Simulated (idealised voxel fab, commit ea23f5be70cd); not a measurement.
The name of this process module is voxel fin reveal.
Each square cell in cross-section cut measures 5 nm, and the section as a whole is 230 nm wide.
Think of the cross-section as a grid of square cells. We describe it in bands, top to bottom, and each band covers one or more rows of those cells.
It is stipulated that each band's entry specify, in nanometres, the height of the top of the band and then that of its bottom, followed by the materials of the band in left-to-right sequence, each together with its width in nanometres. A single material marked by the word "full width" is understood to fill the band from edge to edge; the word "blank" is understood to denote empty space.
Counting heights begins at 0, where everything beneath is, in the wafer as received, one material. The lowest band has no bottom; it goes on downwards, as "0 nm and below" shows.
Width "30 to 40": first value at the band's top row of cells, second value at its bottom row, equal change from row to row.
Where a step carries "no alterations made", the cross-section came out of it unchanged, cell for cell.
Look at "Completely sealed voids" for the closed voids: empty spaces with no open path to the top, sized 8 cells or up. Each is width x height at distance, distance from the left edge, all nm.
The remark found on a step's line after its settings is issued by the simulator itself and pertains to that step.
A step line may carry the setting "overlay nm", which, for steps involving a mask, states the distance by which the mask lay to the right of its intended position; negative values denote displacement to the left.
[List of planned process steps]
1 RECEIVE with material Si
2 CONFORMAL_DEP with material SiN, thk nm 10
3 MASKED_ETCH with tone cover, mask id FINS, width nm 15, pitch nm 45, etch materials SiN, depth nm 10, overlay nm 0
4 MASKED_ETCH with tone cover, mask id FINS, width nm 15, pitch nm 45, etch materials Si, depth nm 35, overlay nm 0
5 OXIDIZE with depth nm 5
6 FILL_DEP with material SiO2, thk nm 15
7 CMP with height nm 10
8 SELECTIVE_ETCH with etch materials SiO2, depth nm 25
9 STRIP with etch materials SiN
10 CONFORMAL_DEP with material SiO2, thk nm 5
[Wafer cross-section on receipt, i.e. after step 1]
- 0 nm and below | Si full width
- Completely sealed voids: none
[Sectioned view, first of two wafers, at the close of the module, processed as intended in the plan]
- 5 nm to 0 nm | blank 85, then SiO2 15, then blank 30, then SiO2 15, then blank 85
- 0 nm to -10 nm | blank 85, then SiO2 5, then Si 5, then SiO2 5, then blank 30, then SiO2 5, then Si 5, then SiO2 5, then blank 85
- -10 nm to -40 nm | SiO2 90, then Si 5, then SiO2 40, then Si 5, then SiO2 90
- -40 nm and below | Si full width
- Completely sealed voids: none
[Module end: cross-section of wafer two of two. Same start and process plan as the first wafer. One mistake during execution]
- 5 nm to 0 nm | blank 95, then SiO2 15, then blank 30, then SiO2 15, then blank 75
- 0 nm to -10 nm | blank 85, then SiO2 15 to 5, then Si 5 to 15, then SiO2 5, then blank 20, then SiO2 15 to 5, then Si 5 to 15, then SiO2 5, then blank 75
- -10 nm to -40 nm | SiO2 90, then Si 15, then SiO2 30, then Si 15, then SiO2 80
- -40 nm and below | Si full width
- Completely sealed voids: none
Error vs. plan: step 3, actual vs plan mismatch, actual run MASKED_ETCH with tone cover, mask id FINS, width nm 15, pitch nm 45, etch materials SiN, depth nm 10, overlay nm 10
The second wafer ends with more or fewer cells of some materials than the first, per final count: Si: 28 more | SiO2: 20 fewer
